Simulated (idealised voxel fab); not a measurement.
process module | voxel double patterning
The width of the displayed cross-section, cut, is 230 nm; its cells are square, with a size of 5 nm.
Cross-section, as written here: a square-cell grid given band by band from the top down, where a band holds one or more rows of cells. Band: top and bottom heights (nm) first, top before bottom; then materials from left to right, widths in nm. "edge to edge" marks a sole material filling the band edge to edge. "air" denotes empty space. Zero point of the height axis is 0; under it, received wafer = one material. Lowest band: continues down indefinitely, "0 down". Think of "30->40" as a width that walks from the first number to the second as you go down the band, top row to bottom row, taking equal-sized steps from row to row. Basically "left unchanged" means that step didn't change any cell in the cross-section. "Entrapped voids": empty spaces of 8 cells or more with no open way to the top, each given as width x height at distance, distance from the left edge, all in nm. What comes after the settings on a step's line is commentary from the simulator itself on that step. The setting "overlay nm" may be written on the line of a step. When the step uses a mask, the value reports how far to the right of the planned place the mask lay, and a negative value reports that it lay to the left.
Process steps - plan
1. RECEIVE, material Si
2. CONFORMAL_DEP, material SiO2, thk nm 10
3. DIRECTIONAL_DEP, material TiN, thk nm 15
4. DIRECTIONAL_DEP, material SiCN, thk nm 5
5. MASKED_ETCH, tone open, mask id FIRST, width nm 15, pitch nm 50, etch materials SiCN, depth nm 5, overlay nm 0
6. PATTERN, tone open, mask id SECOND, material resist, width nm 15, pitch nm 50, thk nm 15, overlay nm 0
7. DIRECTIONAL_ETCH, etch materials SiCN, depth nm 5
8. STRIP, etch materials resist
9. DIRECTIONAL_ETCH, etch materials TiN, depth nm 15
10. STRIP, etch materials SiCN
As received (post step 1): cross-section
> 0 down: Si edge to edge
> Entrapped voids: none
Cross-section: first of two wafers, module finished, run according to plan
> 25 to 10: 55 nm TiN | 15 nm air | 10 nm TiN | 15 nm air | 10 nm TiN | 15 nm air | 10 nm TiN | 15 nm air | 10 nm TiN | 15 nm air | 60 nm TiN
> 10 to 0: SiO2 edge to edge
> 0 down: Si edge to edge
> Entrapped voids: none
Second wafer of the two, sectioned at the end of the module. It began like the first and followed the same plan, but one mistake was made while running it
> 30 to 25: SiO2 edge to edge
> 25 to 10: TiN edge to edge
> 10 to 0: SiO2 edge to edge
> 0 down: Si edge to edge
> Entrapped voids: none
The mistake made against the process plan was this: so step 4 ended up running with a different setting than we planned, it ran as DIRECTIONAL_DEP, material SiO2, thk nm 5
at the end the second wafer has, in cells: +46 SiO2, +45 TiN
